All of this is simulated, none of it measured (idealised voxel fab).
Process module in this document: voxel spacer lines
cross-section cut | 280 nm wide | cells 5 nm
Cross-section = grid of square cells, listed top down in bands; band = one or more rows.
For a band, the entry starts with two heights in nm, that of the top and then that of the bottom, and carries on with the band's materials in order from left to right, each alongside its width in nm; the word "everywhere" beside a single material means it fills the band edge to edge, and "empty" means empty space.
The reference from which all heights are counted is 0, the level beneath which the as-received wafer is entirely one material; the lowest band, having no lower bound, proceeds downward and is written after the example "0 down".
Read "30->40" as a graded width: first number on top, second number at the bottom, same change between each pair of neighbouring rows.
No cell of the cross-section changed in a step that is given as "nothing was modified".
"Voids, sealed" contains a list of empty spaces, each no smaller than 8 cells and without an open way to the top, written in the form width x height at distance with the distance from the left edge and all three in nm.
Whatever follows a step's settings on its line is a remark the simulator itself makes about that step.
"overlay nm" denotes, for a step that has a mask, the displacement of the mask to the right of its planned place, with negative values corresponding to the left.

## The following list gives the planned process steps
1) RECEIVE with material Si
2) CONFORMAL_DEP with material Al2O3, thk nm 5
3) DIRECTIONAL_DEP with material SiN, thk nm 15
4) DIRECTIONAL_DEP with material polySi, thk nm 25
5) PATTERN with tone cover, mask id MANDREL, material resist, width nm 25, pitch nm 70, thk nm 30, overlay nm 0
6) DIRECTIONAL_ETCH with etch materials polySi, depth nm 25
7) STRIP with etch materials resist
8) CONFORMAL_DEP with material SiO2, thk nm 10
9) DIRECTIONAL_ETCH with etch materials SiO2, depth nm 10
10) STRIP with etch materials polySi
11) DIRECTIONAL_ETCH with etch materials SiN, depth nm 15
12) STRIP with etch materials SiO2

## First wafer, two in total, run as planned

## Cross-section of the incoming wafer, state after step 1
- 0 down: Si everywhere
- Voids, sealed: none

## Step 2 done - wafer cross-section
- 5 to 0: Al2O3 everywhere
- Whatever lies below 0 is exactly as it was before.

## Step 3 done - wafer cross-section
- 20 to 5: SiN everywhere
- Whatever lies below 5 is exactly as it was before.

## Step 4 done - wafer cross-section
- 45 to 20: polySi everywhere
- Whatever lies below 20 is exactly as it was before.

## Step 5 done - wafer cross-section
- 75 to 45: 55 of empty / 25 of resist / 45 of empty / 25 of resist / 45 of empty / 25 of resist / 60 of empty
- Whatever lies below 45 is exactly as it was before.

## Step 6 done - wafer cross-section
- 75 to 45: 55 of empty / 25 of resist / 45 of empty / 25 of resist / 45 of empty / 25 of resist / 60 of empty
- 45 to 20: 55 of empty / 25 of polySi / 45 of empty / 25 of polySi / 45 of empty / 25 of polySi / 60 of empty
- Whatever lies below 20 is exactly as it was before.

## Step 7 done - wafer cross-section
- 45 to 20: 55 of empty / 25 of polySi / 45 of empty / 25 of polySi / 45 of empty / 25 of polySi / 60 of empty
- Whatever lies below 20 is exactly as it was before.

## Step 8 done - wafer cross-section
- 55 to 45: 45 of empty / 45 of SiO2 / 25 of empty / 45 of SiO2 / 25 of empty / 45 of SiO2 / 50 of empty
- 45 to 30: 45 of empty / 10 of SiO2 / 25 of polySi / 10 of SiO2 / 25 of empty / 10 of SiO2 / 25 of polySi / 10 of SiO2 / 25 of empty / 10 of SiO2 / 25 of polySi / 10 of SiO2 / 50 of empty
- 30 to 20: 55 of SiO2 / 25 of polySi / 45 of SiO2 / 25 of polySi / 45 of SiO2 / 25 of polySi / 60 of SiO2
- Whatever lies below 20 is exactly as it was before.

## Step 9 done - wafer cross-section
- 45 to 20: 45 of empty / 10 of SiO2 / 25 of polySi / 10 of SiO2 / 25 of empty / 10 of SiO2 / 25 of polySi / 10 of SiO2 / 25 of empty / 10 of SiO2 / 25 of polySi / 10 of SiO2 / 50 of empty
- Whatever lies below 20 is exactly as it was before.

## Step 10 done - wafer cross-section
- 45 to 20: 45 of empty / 10 of SiO2 / 25 of empty / 10 of SiO2 / 25 of empty / 10 of SiO2 / 25 of empty / 10 of SiO2 / 25 of empty / 10 of SiO2 / 25 of empty / 10 of SiO2 / 50 of empty
- Whatever lies below 20 is exactly as it was before.

## Step 11 done - wafer cross-section
- 45 to 20: 45 of empty / 10 of SiO2 / 25 of empty / 10 of SiO2 / 25 of empty / 10 of SiO2 / 25 of empty / 10 of SiO2 / 25 of empty / 10 of SiO2 / 25 of empty / 10 of SiO2 / 50 of empty
- 20 to 5: 45 of empty / 10 of SiN / 25 of empty / 10 of SiN / 25 of empty / 10 of SiN / 25 of empty / 10 of SiN / 25 of empty / 10 of SiN / 25 of empty / 10 of SiN / 50 of empty
- Whatever lies below 5 is exactly as it was before.

## Step 12 done - wafer cross-section
- 20 to 5: 45 of empty / 10 of SiN / 25 of empty / 10 of SiN / 25 of empty / 10 of SiN / 25 of empty / 10 of SiN / 25 of empty / 10 of SiN / 25 of empty / 10 of SiN / 50 of empty
- Whatever lies below 5 is exactly as it was before.

## Okay, second wafer. Nothing different at the start, nothing different in the plan, just one mistake somewhere in the running. As far as step 4, counting that step, it's the first wafer all over again

## Cross-section of the second wafer at the time step 5 of the plan should have ended
- 75 to 45: 55 of empty / 30 of resist / 40 of empty / 30 of resist / 40 of empty / 30 of resist / 55 of empty
- Whatever lies below 45 is exactly as it was before.

## Cross-section of the second wafer at the time step 6 of the plan should have ended
- 75 to 45: 55 of empty / 30 of resist / 40 of empty / 30 of resist / 40 of empty / 30 of resist / 55 of empty
- 45 to 20: 55 of empty / 30 of polySi / 40 of empty / 30 of polySi / 40 of empty / 30 of polySi / 55 of empty
- Whatever lies below 20 is exactly as it was before.

## Cross-section of the second wafer at the time step 7 of the plan should have ended
- 45 to 20: 55 of empty / 30 of polySi / 40 of empty / 30 of polySi / 40 of empty / 30 of polySi / 55 of empty
- Whatever lies below 20 is exactly as it was before.

## Cross-section of the second wafer at the time step 8 of the plan should have ended
- 55 to 45: 45 of empty / 50 of SiO2 / 20 of empty / 50 of SiO2 / 20 of empty / 50 of SiO2 / 45 of empty
- 45 to 30: 45 of empty / 10 of SiO2 / 30 of polySi / 10 of SiO2 / 20 of empty / 10 of SiO2 / 30 of polySi / 10 of SiO2 / 20 of empty / 10 of SiO2 / 30 of polySi / 10 of SiO2 / 45 of empty
- 30 to 20: 55 of SiO2 / 30 of polySi / 40 of SiO2 / 30 of polySi / 40 of SiO2 / 30 of polySi / 55 of SiO2
- Whatever lies below 20 is exactly as it was before.

## Cross-section of the second wafer at the time step 9 of the plan should have ended
- 45 to 20: 45 of empty / 10 of SiO2 / 30 of polySi / 10 of SiO2 / 20 of empty / 10 of SiO2 / 30 of polySi / 10 of SiO2 / 20 of empty / 10 of SiO2 / 30 of polySi / 10 of SiO2 / 45 of empty
- Whatever lies below 20 is exactly as it was before.

## Cross-section of the second wafer at the time step 10 of the plan should have ended
- 45 to 20: 45 of empty / 10 of SiO2 / 30 of empty / 10 of SiO2 / 20 of empty / 10 of SiO2 / 30 of empty / 10 of SiO2 / 20 of empty / 10 of SiO2 / 30 of empty / 10 of SiO2 / 45 of empty
- Whatever lies below 20 is exactly as it was before.

## Cross-section of the second wafer at the time step 11 of the plan should have ended
- 45 to 20: 45 of empty / 10 of SiO2 / 30 of empty / 10 of SiO2 / 20 of empty / 10 of SiO2 / 30 of empty / 10 of SiO2 / 20 of empty / 10 of SiO2 / 30 of empty / 10 of SiO2 / 45 of empty
- 20 to 5: 45 of empty / 10 of SiN / 30 of empty / 10 of SiN / 20 of empty / 10 of SiN / 30 of empty / 10 of SiN / 20 of empty / 10 of SiN / 30 of empty / 10 of SiN / 45 of empty
- Whatever lies below 5 is exactly as it was before.

## Cross-section of the second wafer at the time step 12 of the plan should have ended
- 20 to 5: 45 of empty / 10 of SiN / 30 of empty / 10 of SiN / 20 of empty / 10 of SiN / 30 of empty / 10 of SiN / 20 of empty / 10 of SiN / 30 of empty / 10 of SiN / 45 of empty
- Whatever lies below 5 is exactly as it was before.
Against the plan, the run slipped here: for step 5, the planned setting was not used; the step was instead run as PATTERN with tone cover, mask id MANDREL, material resist, width nm 30, pitch nm 70, thk nm 30, overlay nm 0
at the end the second wafer has, in cells: as many of each material as the first, in other places
